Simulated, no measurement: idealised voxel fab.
process module | voxel tone inversion
Square cell edge 5 nm, section width 260 nm, ID cut.
A cross-section in this document is a grid of square cells, and it is written down as bands, the top band listed before the ones below it; a band is made up of one or more rows of cells.
Heads up on the band format: heights come first, top then bottom, in nm. After that it's the materials left to right, each with its width in nm. A single material flagged "all across" fills the whole band edge to edge, and "blank" means there's empty space there.
Height 0 is the level under which the wafer as received is all one material. The lowest band goes on downwards, as in "0..down".
When a width is written as two numbers, as in "30->40", the first number is the width in the top row of cells of the band and the second is the width in its bottom row, and the width changes by the same amount from each row to the next.
The designation "remained the same", where it is given for a processing step, indicates that no cell of the cross-section was altered in the course of that step.
Empty spaces counting at least 8 cells and having no open way to the top are listed in "Closed internal cavities". The notation width x height at distance is used for each, the distance being from the left edge and all three values in nm.
What comes after the settings on a step's line is commentary from the simulator itself on that step.
On any step carrying a mask, the "overlay nm" setting, if present on the step's line, tells how far right of its planned place the mask lay; negative values point to the left.
The steps planned for the process are as follows
1 RECEIVE | material Si
2 CONFORMAL_DEP | material SiCN | thk nm 10
3 DIRECTIONAL_DEP | material polySi | thk nm 25
4 PATTERN | tone cover | mask id POSTS | material resist | width nm 20 | pitch nm 45 | thk nm 30 | overlay nm 0
5 DIRECTIONAL_ETCH | etch materials polySi | depth nm 25
6 STRIP | etch materials resist
7 FILL_DEP | material lowk | thk nm 10
8 CMP | height nm 35
9 STRIP | etch materials polySi
Delivered wafer in cross-section: state after step 1
0..down | Si all across
Closed internal cavities: none
Final cross-section, module run with one mistake (start and plan as above)
35..10 | lowk: 45  blank: 30  lowk: 15  blank: 30  lowk: 15  blank: 30  lowk: 15  blank: 30  lowk: 50
10..0 | SiCN all across
0..down | Si all across
Closed internal cavities: none
Short version of what went wrong: step 4 off recipe, ran as PATTERN | tone cover | mask id POSTS | material resist | width nm 30 | pitch nm 45 | thk nm 30 | overlay nm 0
